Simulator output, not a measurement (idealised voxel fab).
Process module, titled voxel ribs on slabs
Displayed cross-section: cut, width of 200 nm, square cells sized 5 nm.
Just so we're on the same page, the cross-sections are grids of square cells, and they're listed out in bands top to bottom, each band one or more rows deep.
Within each band entry, the heights of the top and of the bottom of the band appear first, in that order and in nm; the materials of the band then follow from left to right, each with its corresponding width in nm. The designation "throughout" on a single material indicates that it fills the band from edge to edge; the designation "empty" indicates empty space.
Measure heights from 0. That's the level where, below it, the as-received wafer is all one material. The lowest band is bottomless and extends downward; write it as in "0 and below".
The two numbers in a width such as "30 to 40" mark its ends across the band: the first belongs to the top row of cells, the second to the bottom row, and from each row to the next the width moves by the same amount.
"everything unchanged" for a step: no cell of the cross-section changed in that step.
For the entry "Sealed void listing", the listed items are empty spaces with no open way to the top whose size is 8 cells or more; each item follows the pattern width x height at distance, where distance is from the left edge and all three are in nm.
That trailing text on a step's line, after the settings, is the simulator's own remark on the step.
overlay nm: mask right of planned place by this much (step with mask). Neg. = left.

[The planned process steps are enumerated hereunder]
1. RECEIVE [material Si]
2. DIRECTIONAL_DEP [material SiO2] [thk nm 20]
3. DIRECTIONAL_DEP [material polySi] [thk nm 15]
4. DIRECTIONAL_DEP [material aC] [thk nm 10]
5. PATTERN [tone cover] [mask id RIB] [material resist] [width nm 30] [thk nm 30] [overlay nm 0]
6. DIRECTIONAL_ETCH [etch materials aC] [depth nm 10]
7. STRIP [etch materials resist]
8. DIRECTIONAL_ETCH [etch materials polySi] [depth nm 10]
9. STRIP [etch materials aC]
10. MASKED_ETCH [tone cover] [mask id SLAB] [width nm 60] [etch materials polySi] [depth nm 5] [overlay nm 0]
11. FILL_DEP [material SiO2] [thk nm 20]
12. CMP [height nm 45]
13. DIRECTIONAL_DEP [material TiN] [thk nm 10]
14. DIRECTIONAL_DEP [material aC] [thk nm 10]
15. PATTERN [tone cover] [mask id HEATER] [material resist] [width nm 40] [thk nm 30] [overlay nm 0]
16. DIRECTIONAL_ETCH [etch materials aC] [depth nm 10]
17. STRIP [etch materials resist]
18. DIRECTIONAL_ETCH [etch materials TiN] [depth nm 10]
19. STRIP [etch materials aC]
20. CONFORMAL_DEP [material SiO2] [thk nm 5]

[The following pertains to the first of two wafers, which was processed as planned]

[Received-state cross-section, reflecting completion of step 1]
* 0 and below = Si throughout
* Sealed void listing: none

[Wafer xsec, post step 2]
* 20 down to 0 = SiO2 throughout
* Below 0, no change.

[Wafer xsec, post step 3]
* 35 down to 20 = polySi throughout
* Below 20, no change.

[Wafer xsec, post step 4]
* 45 down to 35 = aC throughout
* Below 35, no change.

[Wafer xsec, post step 5]
* 75 down to 45 = empty 85  resist 30  empty 85
* Below 45, no change.

[Wafer xsec, post step 6]
* 65 down to 45 = empty 85  resist 30  empty 85
* 45 down to 35 = empty 85  aC 30  empty 85
* Below 35, no change.

[Wafer xsec, post step 7]
* 45 down to 35 = empty 85  aC 30  empty 85
* Below 35, no change.

[Wafer xsec, post step 8]
* 45 down to 35 = empty 85  aC 30  empty 85
* 35 down to 25 = empty 85  polySi 30  empty 85
* Below 25, no change.

[Wafer xsec, post step 9]
* 35 down to 25 = empty 85  polySi 30  empty 85
* Below 25, no change.

[Wafer xsec, post step 10]
* 35 down to 25 = empty 85  polySi 30  empty 85
* 25 down to 20 = empty 70  polySi 60  empty 70
* Below 20, no change.

[Wafer xsec, post step 11]
* 55 down to 35 = SiO2 throughout
* 35 down to 25 = SiO2 85  polySi 30  SiO2 85
* 25 down to 20 = SiO2 70  polySi 60  SiO2 70
* Below 20, no change.

[Wafer xsec, post step 12]
* 45 down to 35 = SiO2 throughout
* Below 35, no change.

[Wafer xsec, post step 13]
* 55 down to 45 = TiN throughout
* Below 45, no change.

[Wafer xsec, post step 14]
* 65 down to 55 = aC throughout
* Below 55, no change.

[Wafer xsec, post step 15]
* 95 down to 65 = empty 80  resist 40  empty 80
* Below 65, no change.

[Wafer xsec, post step 16]
* 85 down to 65 = empty 80  resist 40  empty 80
* 65 down to 55 = empty 80  aC 40  empty 80
* Below 55, no change.

[Wafer xsec, post step 17]
* 65 down to 55 = empty 80  aC 40  empty 80
* Below 55, no change.

[Wafer xsec, post step 18]
* 65 down to 55 = empty 80  aC 40  empty 80
* 55 down to 45 = empty 80  TiN 40  empty 80
* Below 45, no change.

[Wafer xsec, post step 19]
* 55 down to 45 = empty 80  TiN 40  empty 80
* Below 45, no change.

[Wafer xsec, post step 20]
* 60 down to 55 = empty 75  SiO2 50  empty 75
* 55 down to 50 = empty 75  SiO2 5  TiN 40  SiO2 5  empty 75
* 50 down to 45 = SiO2 80  TiN 40  SiO2 80
* Below 45, no change.

[Wafer two of the pair: same origin, same plan, one error during the run; identical to wafer one up to and including step 18]

[Second wafer shown in cross-section at the time step 19 was slated to end]
* 0 and below = Si throughout

[Second wafer shown in cross-section at the time step 20 was slated to end]
* 5 down to 0 = SiO2 throughout
* Below 0, no change.
Short version of what went wrong: step 19: run off-plan, actual operation and settings STRIP [etch materials SiO2]
Final cells, second wafer relative to first, materials higher or lower: SiO2: 340 fewer | TiN: 16 fewer | polySi: 24 fewer
